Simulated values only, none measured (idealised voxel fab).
process module | voxel self aligned vias
cross-section cut | 150 nm wide | cells 5 nm
A cross-section is a grid of square cells, given in bands from the top down. A band is one or more rows of cells.
Each band's line starts with the height of the band's top and of its bottom, in nm. Then come its materials from left to right, each with its width in nm. One material with "throughout" fills the band from edge to edge. "air" is empty space.
Height 0 is the level under which the wafer as received is all one material. The lowest band goes on downwards, as in "0 down".
A width such as "30 to 40" changes by the same amount from each row of cells to the next, from the band's top row to its bottom row.
"no change" after a step means that no cell of the cross-section changed.
closed voids: empty space of 8 cells or more with no open way to the top, each as width x height at its distance from the left edge, in nm
after a step's settings: what the simulator itself notes on the step
overlay nm, on a step with a mask: how far to the right of its planned place the mask lay; to the left if negative
Each pair below shows a cross-section before one step and the cross-section after it, down to the lowest band that changed. The line under each pair gives the step between them, with its settings. The pairs can come from different runs of this module on the same starting wafer, so a pair continues from the pair above only where its "before" says so.
before
  0 down: Si throughout
  closed voids: none
after
  15 to 0: SiO2 throughout
  below 0: unchanged
  closed voids: none
the step between: op CONFORMAL_DEP | material SiO2 | thk nm 15
before: the cross-section after the pair above
after
  20 to 15: SiCN throughout
  below 15: unchanged
  closed voids: none
the step between: op CONFORMAL_DEP | material SiCN | thk nm 5
before: the cross-section after the pair above
after
  50 to 20: SiO2 throughout
  below 20: unchanged
  closed voids: none
the step between: op DIRECTIONAL_DEP | material SiO2 | thk nm 30
before: the cross-section after the pair above
after
  65 to 50: resist 30 | air 25 | resist 40 | air 25 | resist 30
  below 50: unchanged
  closed voids: none
the step between: op PATTERN | tone open | mask id LINES | material resist | width nm 25 | pitch nm 65 | thk nm 15 | overlay nm 0
before: the cross-section after the pair above
after
  65 to 50: resist 30 | air 25 | resist 40 | air 25 | resist 30
  50 to 20: SiO2 30 | air 25 | SiO2 40 | air 25 | SiO2 30
  below 20: unchanged
  closed voids: none
the step between: op DIRECTIONAL_ETCH | etch materials SiO2 | depth nm 30
before: the cross-section after the pair above
after
  50 to 20: SiO2 30 | air 25 | SiO2 40 | air 25 | SiO2 30
  below 20: unchanged
  closed voids: none
the step between: op STRIP | etch materials resist
before: the cross-section after the pair above
after
  55 to 50: TiN 35 | air 15 | TiN 50 | air 15 | TiN 35
  50 to 25: SiO2 30 | TiN 5 | air 15 | TiN 5 | SiO2 40 | TiN 5 | air 15 | TiN 5 | SiO2 30
  25 to 20: SiO2 30 | TiN 25 | SiO2 40 | TiN 25 | SiO2 30
  below 20: unchanged
  closed voids: none
the step between: op CONFORMAL_DEP | material TiN | thk nm 5
before: the cross-section after the pair above
after
  60 to 55: W throughout
  55 to 50: TiN 35 | W 15 | TiN 50 | W 15 | TiN 35
  50 to 25: SiO2 30 | TiN 5 | W 15 | TiN 5 | SiO2 40 | TiN 5 | W 15 | TiN 5 | SiO2 30
  below 25: unchanged
  closed voids: none
the step between: op FILL_DEP | material W | thk nm 5
before: the cross-section after the pair above
after
  50 to 25: SiO2 30 | TiN 5 | W 15 | TiN 5 | SiO2 40 | TiN 5 | W 15 | TiN 5 | SiO2 30
  below 25: unchanged
  closed voids: none
the step between: op CMP | height nm 50
before: the cross-section after the pair above
after
  50 to 45: SiO2 30 | air 25 | SiO2 40 | air 25 | SiO2 30
  below 45: unchanged
  closed voids: none
the step between: op SELECTIVE_ETCH | etch materials W Ru TiN | depth nm 5
before: the cross-section after the pair above
after
  60 to 50: SiN throughout
  50 to 45: SiO2 30 | SiN 25 | SiO2 40 | SiN 25 | SiO2 30
  below 45: unchanged
  closed voids: none
the step between: op FILL_DEP | material SiN | thk nm 10
before: the cross-section after the pair above
after
  50 to 45: SiO2 30 | SiN 25 | SiO2 40 | SiN 25 | SiO2 30
  below 45: unchanged
  closed voids: none
the step between: op CMP | height nm 50
before: the cross-section after the pair above
after
  65 to 50: SiO2 throughout
  below 50: unchanged
  closed voids: none
the step between: op DIRECTIONAL_DEP | material SiO2 | thk nm 15
before: the cross-section after the pair above
after
  75 to 65: aC throughout
  below 65: unchanged
  closed voids: none
the step between: op DIRECTIONAL_DEP | material aC | thk nm 10
before: the cross-section after the pair above
after
  105 to 75: resist 20 | air 45 | resist 85
  below 75: unchanged
  closed voids: none
the step between: op PATTERN | tone open | mask id VIAS | material resist | width nm 45 | thk nm 30 | overlay nm 0
before: the cross-section after the pair above
after
  95 to 75: resist 20 | air 45 | resist 85
  75 to 65: aC 20 | air 45 | aC 85
  below 65: unchanged
  closed voids: none
the step between: op DIRECTIONAL_ETCH | etch materials aC | depth nm 10
before: the cross-section after the pair above
after
  75 to 65: aC 20 | air 45 | aC 85
  below 65: unchanged
  closed voids: none
the step between: op STRIP | etch materials resist
before: the cross-section after the pair above
after
  75 to 65: aC 20 | air 45 | aC 85
  65 to 50: SiO2 20 | air 45 | SiO2 85
  below 50: unchanged
  closed voids: none
the step between: op DIRECTIONAL_ETCH | etch materials SiO2 | depth nm 15
before: the cross-section after the pair above
after
  75 to 65: aC 20 | air 45 | aC 85
  65 to 50: SiO2 20 | air 45 | SiO2 85
  50 to 45: SiO2 30 | air 25 | SiO2 40 | SiN 25 | SiO2 30
  below 45: unchanged
  closed voids: none
the step between: op DIRECTIONAL_ETCH | etch materials SiN | depth nm 5
before: the cross-section after the pair above
after
  65 to 50: SiO2 20 | air 45 | SiO2 85
  below 50: unchanged
  closed voids: none
the step between: op STRIP | etch materials aC
before: the cross-section after the pair above
after
  70 to 65: TiN 25 | air 35 | TiN 90
  65 to 55: SiO2 20 | TiN 5 | air 35 | TiN 5 | SiO2 85
  55 to 50: SiO2 20 | TiN 15 | air 15 | TiN 15 | SiO2 85
  50 to 45: SiO2 30 | TiN 25 | SiO2 40 | SiN 25 | SiO2 30
  below 45: unchanged
  closed voids: none
the step between: op CONFORMAL_DEP | material TiN | thk nm 5
before: the cross-section after the pair above
after
  75 to 70: Cu throughout
  70 to 65: TiN 25 | Cu 35 | TiN 90
  65 to 55: SiO2 20 | TiN 5 | Cu 35 | TiN 5 | SiO2 85
  55 to 50: SiO2 20 | TiN 15 | Cu 15 | TiN 15 | SiO2 85
  below 50: unchanged
  closed voids: none
the step between: op FILL_DEP | material Cu | thk nm 5
before: the cross-section after the pair above
after
  65 to 55: SiO2 20 | TiN 5 | Cu 35 | TiN 5 | SiO2 85
  below 55: unchanged
  closed voids: none
the step between: op CMP | height nm 65
before: the cross-section after the pair above
after
  70 to 65: SiN throughout
  below 65: unchanged
  closed voids: none
the step between: op CONFORMAL_DEP | material SiN | thk nm 5
before
  15 to 0: SiO2 throughout
  0 down: Si throughout
  closed voids: none
after
  45 to 0: SiO2 throughout
  below 0: unchanged
  closed voids: none
the step between: op DIRECTIONAL_DEP | material SiO2 | thk nm 30
before: the cross-section after the pair above
after
  60 to 45: resist 30 | air 25 | resist 40 | air 25 | resist 30
  below 45: unchanged
  closed voids: none
the step between: op PATTERN | tone open | mask id LINES | material resist | width nm 25 | pitch nm 65 | thk nm 15 | overlay nm 0
before: the cross-section after the pair above
after
  60 to 45: resist 30 | air 25 | resist 40 | air 25 | resist 30
  45 to 15: SiO2 30 | air 25 | SiO2 40 | air 25 | SiO2 30
  below 15: unchanged
  closed voids: none
the step between: op DIRECTIONAL_ETCH | etch materials SiO2 | depth nm 30
before: the cross-section after the pair above
after
  45 to 15: SiO2 30 | air 25 | SiO2 40 | air 25 | SiO2 30
  below 15: unchanged
  closed voids: none
the step between: op STRIP | etch materials resist
before: the cross-section after the pair above
after
  50 to 45: TiN 35 | air 15 | TiN 50 | air 15 | TiN 35
  45 to 20: SiO2 30 | TiN 5 | air 15 | TiN 5 | SiO2 40 | TiN 5 | air 15 | TiN 5 | SiO2 30
  20 to 15: SiO2 30 | TiN 25 | SiO2 40 | TiN 25 | SiO2 30
  below 15: unchanged
  closed voids: none
the step between: op CONFORMAL_DEP | material TiN | thk nm 5
before: the cross-section after the pair above
after
  55 to 50: W throughout
  50 to 45: TiN 35 | W 15 | TiN 50 | W 15 | TiN 35
  45 to 20: SiO2 30 | TiN 5 | W 15 | TiN 5 | SiO2 40 | TiN 5 | W 15 | TiN 5 | SiO2 30
  below 20: unchanged
  closed voids: none
the step between: op FILL_DEP | material W | thk nm 5
before: the cross-section after the pair above
after
  50 to 45: TiN 35 | W 15 | TiN 50 | W 15 | TiN 35
  below 45: unchanged
  closed voids: none
the step between: op CMP | height nm 50
before: the cross-section after the pair above
after
  45 to 20: SiO2 30 | TiN 5 | W 15 | TiN 5 | SiO2 40 | TiN 5 | W 15 | TiN 5 | SiO2 30
  below 20: unchanged
  closed voids: none
the step between: op SELECTIVE_ETCH | etch materials W Ru TiN | depth nm 5
before: the cross-section after the pair above
after
  55 to 45: SiN throughout
  below 45: unchanged
  closed voids: none
the step between: op FILL_DEP | material SiN | thk nm 10
before: the cross-section after the pair above
after
  50 to 45: SiN throughout
  below 45: unchanged
  closed voids: none
the step between: op CMP | height nm 50
before: the cross-section after the pair above
after
  65 to 50: SiO2 throughout
  below 50: unchanged
  closed voids: none
the step between: op DIRECTIONAL_DEP | material SiO2 | thk nm 15
before: the cross-section after the pair above
after
  75 to 65: aC throughout
  below 65: unchanged
  closed voids: none
the step between: op DIRECTIONAL_DEP | material aC | thk nm 10
before: the cross-section after the pair above
after
  105 to 75: resist 20 | air 45 | resist 85
  below 75: unchanged
  closed voids: none
the step between: op PATTERN | tone open | mask id VIAS | material resist | width nm 45 | thk nm 30 | overlay nm 0
before: the cross-section after the pair above
after
  95 to 75: resist 20 | air 45 | resist 85
  75 to 65: aC 20 | air 45 | aC 85
  below 65: unchanged
  closed voids: none
the step between: op DIRECTIONAL_ETCH | etch materials aC | depth nm 10
before: the cross-section after the pair above
after
  75 to 65: aC 20 | air 45 | aC 85
  below 65: unchanged
  closed voids: none
the step between: op STRIP | etch materials resist
before: the cross-section after the pair above
after
  75 to 65: aC 20 | air 45 | aC 85
  65 to 50: SiO2 20 | air 45 | SiO2 85
  below 50: unchanged
  closed voids: none
the step between: op DIRECTIONAL_ETCH | etch materials SiO2 | depth nm 15
before: the cross-section after the pair above
after
  75 to 65: aC 20 | air 45 | aC 85
  65 to 50: SiO2 20 | air 45 | SiO2 85
  50 to 45: SiN 20 | air 45 | SiN 85
  below 45: unchanged
  closed voids: none
the step between: op DIRECTIONAL_ETCH | etch materials SiN | depth nm 5
before: the cross-section after the pair above
after
  65 to 50: SiO2 20 | air 45 | SiO2 85
  below 50: unchanged
  closed voids: none
the step between: op STRIP | etch materials aC
before: the cross-section after the pair above
after
  70 to 65: TiN 25 | air 35 | TiN 90
  65 to 50: SiO2 20 | TiN 5 | air 35 | TiN 5 | SiO2 85
  50 to 45: SiN 20 | TiN 45 | SiN 85
  below 45: unchanged
  closed voids: none
the step between: op CONFORMAL_DEP | material TiN | thk nm 5
before: the cross-section after the pair above
after
  75 to 70: Cu throughout
  70 to 65: TiN 25 | Cu 35 | TiN 90
  65 to 50: SiO2 20 | TiN 5 | Cu 35 | TiN 5 | SiO2 85
  below 50: unchanged
  closed voids: none
the step between: op FILL_DEP | material Cu | thk nm 5
before: the cross-section after the pair above
after
  65 to 50: SiO2 20 | TiN 5 | Cu 35 | TiN 5 | SiO2 85
  below 50: unchanged
  closed voids: none
the step between: op CMP | height nm 65
before: the cross-section after the pair above
after
  70 to 65: SiN throughout
  below 65: unchanged
  closed voids: none
the step between: op CONFORMAL_DEP | material SiN | thk nm 5
before
  75 to 65: aC 20 | air 45 | aC 85
  65 to 50: SiO2 20 | air 45 | SiO2 85
  50 to 45: SiO2 30 | SiN 25 | SiO2 40 | SiN 25 | SiO2 30
  45 to 25: SiO2 30 | TiN 5 | W 15 | TiN 5 | SiO2 40 | TiN 5 | W 15 | TiN 5 | SiO2 30
  25 to 20: SiO2 30 | TiN 25 | SiO2 40 | TiN 25 | SiO2 30
  20 to 15: SiCN throughout
  15 to 0: SiO2 throughout
  0 down: Si throughout
  closed voids: none
after
  75 to 65: aC 20 | air 45 | aC 85
  65 to 50: SiO2 20 | air 45 | SiO2 85
  50 to 45: SiO2 20 | air 10 | SiN 25 | air 10 | SiO2 30 | SiN 25 | SiO2 30
  45 to 35: SiO2 20 | air 10 | TiN 5 | W 15 | TiN 5 | air 10 | SiO2 30 | TiN 5 | W 15 | TiN 5 | SiO2 30
  below 35: unchanged
  closed voids: none
the step between: op DIRECTIONAL_ETCH | etch materials SiO2 | depth nm 15
before: the cross-section after the pair above
after
  75 to 65: aC 20 | air 45 | aC 85
  65 to 50: SiO2 20 | air 45 | SiO2 85
  50 to 45: SiO2 20 | air 45 | SiO2 30 | SiN 25 | SiO2 30
  below 45: unchanged
  closed voids: none
the step between: op DIRECTIONAL_ETCH | etch materials SiN | depth nm 5
before: the cross-section after the pair above
after
  65 to 50: SiO2 20 | air 45 | SiO2 85
  below 50: unchanged
  closed voids: none
the step between: op STRIP | etch materials aC
before: the cross-section after the pair above
after
  70 to 65: TiN 25 | air 35 | TiN 90
  65 to 50: SiO2 20 | TiN 5 | air 35 | TiN 5 | SiO2 85
  50 to 45: SiO2 20 | TiN 45 | SiO2 30 | SiN 25 | SiO2 30
  45 to 35: SiO2 20 | TiN 15 | W 15 | TiN 15 | SiO2 30 | TiN 5 | W 15 | TiN 5 | SiO2 30
  below 35: unchanged
  closed voids: none
the step between: op CONFORMAL_DEP | material TiN | thk nm 5
before: the cross-section after the pair above
after
  75 to 70: Cu throughout
  70 to 65: TiN 25 | Cu 35 | TiN 90
  65 to 50: SiO2 20 | TiN 5 | Cu 35 | TiN 5 | SiO2 85
  below 50: unchanged
  closed voids: none
the step between: op FILL_DEP | material Cu | thk nm 5
before: the cross-section after the pair above
after
  65 to 50: SiO2 20 | TiN 5 | Cu 35 | TiN 5 | SiO2 85
  below 50: unchanged
  closed voids: none
the step between: op CMP | height nm 65
before: the cross-section after the pair above
after
  70 to 65: SiN throughout
  below 65: unchanged
  closed voids: none
the step between: op CONFORMAL_DEP | material SiN | thk nm 5
before
  45 to 0: SiO2 throughout
  0 down: Si throughout
  closed voids: none
after
  50 to 45: SiCN throughout
  below 45: unchanged
  closed voids: none
the step between: op CONFORMAL_DEP | material SiCN | thk nm 5
before: the cross-section after the pair above
after
  65 to 50: resist 30 | air 25 | resist 40 | air 25 | resist 30
  below 50: unchanged
  closed voids: none
the step between: op PATTERN | tone open | mask id LINES | material resist | width nm 25 | pitch nm 65 | thk nm 15 | overlay nm 0
before: the cross-section after the pair above
after
  50 to 45: SiCN throughout
  below 45: unchanged
  closed voids: none
the step between: op STRIP | etch materials resist
before: the cross-section after the pair above
after
  55 to 50: TiN throughout
  below 50: unchanged
  closed voids: none
the step between: op CONFORMAL_DEP | material TiN | thk nm 5
before: the cross-section after the pair above
after
  60 to 55: W throughout
  below 55: unchanged
  closed voids: none
the step between: op FILL_DEP | material W | thk nm 5
before: the cross-section after the pair above
after
  50 to 45: SiCN throughout
  below 45: unchanged
  closed voids: none
the step between: op CMP | height nm 50
before: the cross-section after the pair above
after
  60 to 50: SiN throughout
  below 50: unchanged
  closed voids: none
the step between: op FILL_DEP | material SiN | thk nm 10
before: the cross-section after the pair above
after
  50 to 45: SiCN throughout
  below 45: unchanged
  closed voids: none
the step between: op CMP | height nm 50
before: the cross-section after the pair above
after
  65 to 50: SiO2 throughout
  below 50: unchanged
  closed voids: none
the step between: op DIRECTIONAL_DEP | material SiO2 | thk nm 15
before: the cross-section after the pair above
after
  75 to 65: aC throughout
  below 65: unchanged
  closed voids: none
the step between: op DIRECTIONAL_DEP | material aC | thk nm 10
before: the cross-section after the pair above
after
  105 to 75: resist 20 | air 45 | resist 85
  below 75: unchanged
  closed voids: none
the step between: op PATTERN | tone open | mask id VIAS | material resist | width nm 45 | thk nm 30 | overlay nm 0
before: the cross-section after the pair above
after
  95 to 75: resist 20 | air 45 | resist 85
  75 to 65: aC 20 | air 45 | aC 85
  below 65: unchanged
  closed voids: none
the step between: op DIRECTIONAL_ETCH | etch materials aC | depth nm 10
before: the cross-section after the pair above
after
  75 to 65: aC 20 | air 45 | aC 85
  below 65: unchanged
  closed voids: none
the step between: op STRIP | etch materials resist
before: the cross-section after the pair above
after
  75 to 65: aC 20 | air 45 | aC 85
  65 to 50: SiO2 20 | air 45 | SiO2 85
  below 50: unchanged
  closed voids: none
the step between: op DIRECTIONAL_ETCH | etch materials SiO2 | depth nm 15
before: the cross-section after the pair above
after
  65 to 50: SiO2 20 | air 45 | SiO2 85
  below 50: unchanged
  closed voids: none
the step between: op STRIP | etch materials aC
before: the cross-section after the pair above
after
  70 to 65: TiN 25 | air 35 | TiN 90
  65 to 55: SiO2 20 | TiN 5 | air 35 | TiN 5 | SiO2 85
  55 to 50: SiO2 20 | TiN 45 | SiO2 85
  below 50: unchanged
  closed voids: none
the step between: op CONFORMAL_DEP | material TiN | thk nm 5
before: the cross-section after the pair above
after
  75 to 70: Cu throughout
  70 to 65: TiN 25 | Cu 35 | TiN 90
  65 to 55: SiO2 20 | TiN 5 | Cu 35 | TiN 5 | SiO2 85
  below 55: unchanged
  closed voids: none
the step between: op FILL_DEP | material Cu | thk nm 5
before: the cross-section after the pair above
after
  65 to 55: SiO2 20 | TiN 5 | Cu 35 | TiN 5 | SiO2 85
  below 55: unchanged
  closed voids: none
the step between: op CMP | height nm 65
before: the cross-section after the pair above
after
  70 to 65: SiN throughout
  below 65: unchanged
  closed voids: none
the step between: op CONFORMAL_DEP | material SiN | thk nm 5
before
  75 to 70: Cu throughout
  70 to 65: TiN 25 | Cu 35 | TiN 90
  65 to 55: SiO2 20 | TiN 5 | Cu 35 | TiN 5 | SiO2 85
  55 to 50: SiO2 20 | TiN 15 | Cu 15 | TiN 15 | SiO2 85
  50 to 45: SiO2 30 | TiN 25 | SiO2 40 | SiN 25 | SiO2 30
  45 to 25: SiO2 30 | TiN 5 | W 15 | TiN 5 | SiO2 40 | TiN 5 | W 15 | TiN 5 | SiO2 30
  25 to 20: SiO2 30 | TiN 25 | SiO2 40 | TiN 25 | SiO2 30
  20 to 15: SiCN throughout
  15 to 0: SiO2 throughout
  0 down: Si throughout
  closed voids: none
after
  55 to 50: SiO2 20 | TiN 15 | Cu 15 | TiN 15 | SiO2 85
  below 50: unchanged
  closed voids: none
the step between: op CMP | height nm 55
before: the cross-section after the pair above
after
  60 to 55: SiN throughout
  below 55: unchanged
  closed voids: none
the step between: op CONFORMAL_DEP | material SiN | thk nm 5
before
  75 to 65: aC throughout
  65 to 50: SiO2 throughout
  50 to 45: SiO2 30 | SiN 25 | SiO2 40 | SiN 25 | SiO2 30
  45 to 25: SiO2 30 | TiN 5 | W 15 | TiN 5 | SiO2 40 | TiN 5 | W 15 | TiN 5 | SiO2 30
  25 to 20: SiO2 30 | TiN 25 | SiO2 40 | TiN 25 | SiO2 30
  20 to 15: SiCN throughout
  15 to 0: SiO2 throughout
  0 down: Si throughout
  closed voids: none
after
  105 to 75: resist 20 | air 50 | resist 80
  below 75: unchanged
  closed voids: none
the step between: op PATTERN | tone open | mask id VIAS | material resist | width nm 50 | thk nm 30 | overlay nm 0
before: the cross-section after the pair above
after
  95 to 75: resist 20 | air 50 | resist 80
  75 to 65: aC 20 | air 50 | aC 80
  below 65: unchanged
  closed voids: none
the step between: op DIRECTIONAL_ETCH | etch materials aC | depth nm 10
before: the cross-section after the pair above
after
  75 to 65: aC 20 | air 50 | aC 80
  below 65: unchanged
  closed voids: none
the step between: op STRIP | etch materials resist
before: the cross-section after the pair above
after
  75 to 65: aC 20 | air 50 | aC 80
  65 to 50: SiO2 20 | air 50 | SiO2 80
  below 50: unchanged
  closed voids: none
the step between: op DIRECTIONAL_ETCH | etch materials SiO2 | depth nm 15
before: the cross-section after the pair above
after
  75 to 65: aC 20 | air 50 | aC 80
  65 to 50: SiO2 20 | air 50 | SiO2 80
  50 to 45: SiO2 30 | air 25 | SiO2 40 | SiN 25 | SiO2 30
  below 45: unchanged
  closed voids: none
the step between: op DIRECTIONAL_ETCH | etch materials SiN | depth nm 5
before: the cross-section after the pair above
after
  65 to 50: SiO2 20 | air 50 | SiO2 80
  below 50: unchanged
  closed voids: none
the step between: op STRIP | etch materials aC
before: the cross-section after the pair above
after
  70 to 65: TiN 25 | air 40 | TiN 85
  65 to 55: SiO2 20 | TiN 5 | air 40 | TiN 5 | SiO2 80
  55 to 50: SiO2 20 | TiN 15 | air 15 | TiN 20 | SiO2 80
  50 to 45: SiO2 30 | TiN 25 | SiO2 40 | SiN 25 | SiO2 30
  below 45: unchanged
  closed voids: none
the step between: op CONFORMAL_DEP | material TiN | thk nm 5
before: the cross-section after the pair above
after
  75 to 70: Cu throughout
  70 to 65: TiN 25 | Cu 40 | TiN 85
  65 to 55: SiO2 20 | TiN 5 | Cu 40 | TiN 5 | SiO2 80
  55 to 50: SiO2 20 | TiN 15 | Cu 15 | TiN 20 | SiO2 80
  below 50: unchanged
  closed voids: none
the step between: op FILL_DEP | material Cu | thk nm 5
before: the cross-section after the pair above
after
  65 to 55: SiO2 20 | TiN 5 | Cu 40 | TiN 5 | SiO2 80
  below 55: unchanged
  closed voids: none
the step between: op CMP | height nm 65
before: the cross-section after the pair above
after
  70 to 65: SiN throughout
  below 65: unchanged
  closed voids: none
the step between: op CONFORMAL_DEP | material SiN | thk nm 5
before
  75 to 65: aC throughout
  65 to 50: SiO2 throughout
  50 to 45: SiO2 30 | SiN 25 | SiO2 40 | SiN 25 | SiO2 30
  45 to 25: SiO2 30 | TiN 5 | W 15 | TiN 5 | SiO2 40 | TiN 5 | W 15 | TiN 5 | SiO2 30
  25 to 20: SiO2 30 | TiN 25 | SiO2 40 | TiN 25 | SiO2 30
  20 to 15: SiCN throughout
  15 to 0: SiO2 throughout
  0 down: Si throughout
  closed voids: none
after
  105 to 75: resist 25 | air 45 | resist 80
  below 75: unchanged
  closed voids: none
the step between: op PATTERN | tone open | mask id VIAS | material resist | width nm 45 | thk nm 30 | overlay nm 5
before: the cross-section after the pair above
after
  95 to 75: resist 25 | air 45 | resist 80
  75 to 65: aC 25 | air 45 | aC 80
  below 65: unchanged
  closed voids: none
the step between: op DIRECTIONAL_ETCH | etch materials aC | depth nm 10
before: the cross-section after the pair above
after
  75 to 65: aC 25 | air 45 | aC 80
  below 65: unchanged
  closed voids: none
the step between: op STRIP | etch materials resist
before: the cross-section after the pair above
after
  75 to 65: aC 25 | air 45 | aC 80
  65 to 50: SiO2 25 | air 45 | SiO2 80
  below 50: unchanged
  closed voids: none
the step between: op DIRECTIONAL_ETCH | etch materials SiO2 | depth nm 15
before: the cross-section after the pair above
after
  75 to 65: aC 25 | air 45 | aC 80
  65 to 50: SiO2 25 | air 45 | SiO2 80
  50 to 45: SiO2 30 | air 25 | SiO2 40 | SiN 25 | SiO2 30
  below 45: unchanged
  closed voids: none
the step between: op DIRECTIONAL_ETCH | etch materials SiN | depth nm 5
before: the cross-section after the pair above
after
  65 to 50: SiO2 25 | air 45 | SiO2 80
  below 50: unchanged
  closed voids: none
the step between: op STRIP | etch materials aC
before: the cross-section after the pair above
after
  70 to 65: TiN 30 | air 35 | TiN 85
  65 to 55: SiO2 25 | TiN 5 | air 35 | TiN 5 | SiO2 80
  55 to 50: SiO2 25 | TiN 10 | air 15 | TiN 20 | SiO2 80
  50 to 45: SiO2 30 | TiN 25 | SiO2 40 | SiN 25 | SiO2 30
  below 45: unchanged
  closed voids: none
the step between: op CONFORMAL_DEP | material TiN | thk nm 5
before: the cross-section after the pair above
after
  75 to 70: Cu throughout
  70 to 65: TiN 30 | Cu 35 | TiN 85
  65 to 55: SiO2 25 | TiN 5 | Cu 35 | TiN 5 | SiO2 80
  55 to 50: SiO2 25 | TiN 10 | Cu 15 | TiN 20 | SiO2 80
  below 50: unchanged
  closed voids: none
the step between: op FILL_DEP | material Cu | thk nm 5
before: the cross-section after the pair above
after
  65 to 55: SiO2 25 | TiN 5 | Cu 35 | TiN 5 | SiO2 80
  below 55: unchanged
  closed voids: none
the step between: op CMP | height nm 65
before: the cross-section after the pair above
after
  70 to 65: SiN throughout
  below 65: unchanged
  closed voids: none
the step between: op CONFORMAL_DEP | material SiN | thk nm 5
before
  75 to 65: aC 20 | air 45 | aC 85
  65 to 50: SiO2 20 | air 45 | SiO2 85
  50 to 45: SiO2 30 | SiN 25 | SiO2 40 | SiN 25 | SiO2 30
  45 to 25: SiO2 30 | TiN 5 | W 15 | TiN 5 | SiO2 40 | TiN 5 | W 15 | TiN 5 | SiO2 30
  25 to 20: SiO2 30 | TiN 25 | SiO2 40 | TiN 25 | SiO2 30
  20 to 15: SiCN throughout
  15 to 0: SiO2 throughout
  0 down: Si throughout
  closed voids: none
after
  75 to 65: aC 20 | air 45 | aC 85
  65 to 50: SiO2 20 | air 45 | SiO2 85
  50 to 45: SiO2 20 | air 10 | SiN 25 | air 10 | SiO2 30 | SiN 25 | SiO2 30
  below 45: unchanged
  closed voids: none
the step between: op DIRECTIONAL_ETCH | etch materials SiO2 | depth nm 5
before: the cross-section after the pair above
after
  65 to 50: SiO2 20 | air 45 | SiO2 85
  below 50: unchanged
  closed voids: none
the step between: op STRIP | etch materials aC
before: the cross-section after the pair above
after
  70 to 65: TiN 25 | air 35 | TiN 90
  65 to 55: SiO2 20 | TiN 5 | air 35 | TiN 5 | SiO2 85
  55 to 50: SiO2 20 | TiN 45 | SiO2 85
  50 to 45: SiO2 20 | TiN 10 | SiN 25 | TiN 10 | SiO2 30 | SiN 25 | SiO2 30
  below 45: unchanged
  closed voids: none
the step between: op CONFORMAL_DEP | material TiN | thk nm 5
before: the cross-section after the pair above
after
  75 to 70: Cu throughout
  70 to 65: TiN 25 | Cu 35 | TiN 90
  65 to 55: SiO2 20 | TiN 5 | Cu 35 | TiN 5 | SiO2 85
  below 55: unchanged
  closed voids: none
the step between: op FILL_DEP | material Cu | thk nm 5
before: the cross-section after the pair above
after
  65 to 55: SiO2 20 | TiN 5 | Cu 35 | TiN 5 | SiO2 85
  below 55: unchanged
  closed voids: none
the step between: op CMP | height nm 65
before: the cross-section after the pair above
after
  70 to 65: SiN throughout
  below 65: unchanged
  closed voids: none
the step between: op CONFORMAL_DEP | material SiN | thk nm 5
before
  50 to 20: SiO2 throughout
  20 to 15: SiCN throughout
  15 to 0: SiO2 throughout
  0 down: Si throughout
  closed voids: none
after
  65 to 50: air 30 | resist 25 | air 40 | resist 25 | air 30
  below 50: unchanged
  closed voids: none
the step between: op PATTERN | tone cover | mask id LINES | material resist | width nm 25 | pitch nm 65 | thk nm 15 | overlay nm 0
before: the cross-section after the pair above
after
  65 to 50: air 30 | resist 25 | air 40 | resist 25 | air 30
  50 to 20: air 30 | SiO2 25 | air 40 | SiO2 25 | air 30
  below 20: unchanged
  closed voids: none
the step between: op DIRECTIONAL_ETCH | etch materials SiO2 | depth nm 30
before: the cross-section after the pair above
after
  50 to 20: air 30 | SiO2 25 | air 40 | SiO2 25 | air 30
  below 20: unchanged
  closed voids: none
the step between: op STRIP | etch materials resist
before: the cross-section after the pair above
after
  55 to 50: air 25 | TiN 35 | air 30 | TiN 35 | air 25
  50 to 25: air 25 | TiN 5 | SiO2 25 | TiN 5 | air 30 | TiN 5 | SiO2 25 | TiN 5 | air 25
  25 to 20: TiN 30 | SiO2 25 | TiN 40 | SiO2 25 | TiN 30
  below 20: unchanged
  closed voids: none
the step between: op CONFORMAL_DEP | material TiN | thk nm 5
before: the cross-section after the pair above
after
  60 to 55: W throughout
  55 to 50: W 25 | TiN 35 | W 30 | TiN 35 | W 25
  50 to 25: W 25 | TiN 5 | SiO2 25 | TiN 5 | W 30 | TiN 5 | SiO2 25 | TiN 5 | W 25
  below 25: unchanged
  closed voids: none
the step between: op FILL_DEP | material W | thk nm 5
before: the cross-section after the pair above
after
  50 to 25: W 25 | TiN 5 | SiO2 25 | TiN 5 | W 30 | TiN 5 | SiO2 25 | TiN 5 | W 25
  below 25: unchanged
  closed voids: none
the step between: op CMP | height nm 50
before: the cross-section after the pair above
after
  50 to 45: air 30 | SiO2 25 | air 40 | SiO2 25 | air 30
  below 45: unchanged
  closed voids: none
the step between: op SELECTIVE_ETCH | etch materials W Ru TiN | depth nm 5
before: the cross-section after the pair above
after
  60 to 50: SiN throughout
  50 to 45: SiN 30 | SiO2 25 | SiN 40 | SiO2 25 | SiN 30
  below 45: unchanged
  closed voids: none
the step between: op FILL_DEP | material SiN | thk nm 10
before: the cross-section after the pair above
after
  50 to 45: SiN 30 | SiO2 25 | SiN 40 | SiO2 25 | SiN 30
  below 45: unchanged
  closed voids: none
the step between: op CMP | height nm 50
before: the cross-section after the pair above
after
  65 to 50: SiO2 throughout
  below 50: unchanged
  closed voids: none
the step between: op DIRECTIONAL_DEP | material SiO2 | thk nm 15
before: the cross-section after the pair above
after
  75 to 65: aC throughout
  below 65: unchanged
  closed voids: none
the step between: op DIRECTIONAL_DEP | material aC | thk nm 10
before: the cross-section after the pair above
after
  105 to 75: resist 20 | air 45 | resist 85
  below 75: unchanged
  closed voids: none
the step between: op PATTERN | tone open | mask id VIAS | material resist | width nm 45 | thk nm 30 | overlay nm 0
before: the cross-section after the pair above
after
  95 to 75: resist 20 | air 45 | resist 85
  75 to 65: aC 20 | air 45 | aC 85
  below 65: unchanged
  closed voids: none
the step between: op DIRECTIONAL_ETCH | etch materials aC | depth nm 10
before: the cross-section after the pair above
after
  75 to 65: aC 20 | air 45 | aC 85
  below 65: unchanged
  closed voids: none
the step between: op STRIP | etch materials resist
before: the cross-section after the pair above
after
  75 to 65: aC 20 | air 45 | aC 85
  65 to 50: SiO2 20 | air 45 | SiO2 85
  below 50: unchanged
  closed voids: none
the step between: op DIRECTIONAL_ETCH | etch materials SiO2 | depth nm 15
before: the cross-section after the pair above
after
  75 to 65: aC 20 | air 45 | aC 85
  65 to 50: SiO2 20 | air 45 | SiO2 85
  50 to 45: SiN 20 | air 10 | SiO2 25 | air 10 | SiN 30 | SiO2 25 | SiN 30
  below 45: unchanged
  closed voids: none
the step between: op DIRECTIONAL_ETCH | etch materials SiN | depth nm 5
before: the cross-section after the pair above
after
  65 to 50: SiO2 20 | air 45 | SiO2 85
  below 50: unchanged
  closed voids: none
the step between: op STRIP | etch materials aC
